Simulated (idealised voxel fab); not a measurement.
Process module name: voxel ribs on slabs
cross-section cut | 235 nm wide | cells 5 nm
A cross-section in this document is a grid of square cells, and it is written down as bands, the top band listed before the ones below it; a band is made up of one or more rows of cells.
Basically the band line says how high the top is and how high the bottom is, in nm, and then what's in it from left to right, every material with its width in nm. Empty space shows up as "air", and if a single material carries "everywhere" it runs the full band edge to edge.
It should be noted that heights are counted from 0, beneath which the wafer as supplied is of one material throughout, and that the lowest band possesses no lower boundary but continues downward, as written in "0..down".
It should be noted that a width expressed as "30->40" varies in equal increments from row to row of cells within the band, taking the value of the first number at the top row and that of the second number at the bottom row.
Where the words "same as before" appear for a step, the cross-section shows no cell changed by that step; every cell remained as before.
Reported under the label "Closed void inventory" are the empty spaces having no open way to the top and comprising 8 cells or more; the notation for each is width x height at distance, in which the distance is measured from the left edge and all three values are in nm.
Heads up: the bit after the settings on a step's line is the simulator's remark on that step.
overlay nm, on a step with a mask: how far to the right of its planned place the mask lay; to the left if negative
Process steps (planned)
1. RECEIVE [material Si]
2. DIRECTIONAL_DEP [material SiO2] [thk nm 25]
3. DIRECTIONAL_DEP [material polySi] [thk nm 20]
4. MASKED_ETCH [tone cover] [mask id RIB] [width nm 20] [etch materials polySi] [depth nm 5] [overlay nm 0]
5. MASKED_ETCH [tone cover] [mask id SLAB] [width nm 70] [etch materials polySi] [depth nm 15] [overlay nm 0]
6. FILL_DEP [material SiO2] [thk nm 25]
7. CMP [height nm 65]
8. DIRECTIONAL_DEP [material TiN] [thk nm 5]
9. PATTERN [tone cover] [mask id HEATER] [material resist] [width nm 30] [thk nm 20] [overlay nm 0]
10. DIRECTIONAL_ETCH [etch materials TiN] [depth nm 5]
11. STRIP [etch materials resist]
12. CONFORMAL_DEP [material SiO2] [thk nm 5]
As-received state of the wafer in cross-section, equivalent to post-step 1
> 0..down: Si everywhere
> Closed void inventory: none
This is how the wafer looks in cross-section once the module is done, given the starting state and plan above and one mistake in carrying the plan out
> 75..70: air 95 / SiO2 40 / air 100
> 70..65: SiO2 100 / TiN 30 / SiO2 105
> 65..50: SiO2 80 / polySi 70 / SiO2 85
> 50..0: SiO2 everywhere
> 0..down: Si everywhere
> Closed void inventory: none
What was the processing mistake? step 2 of the plan saw execution twice
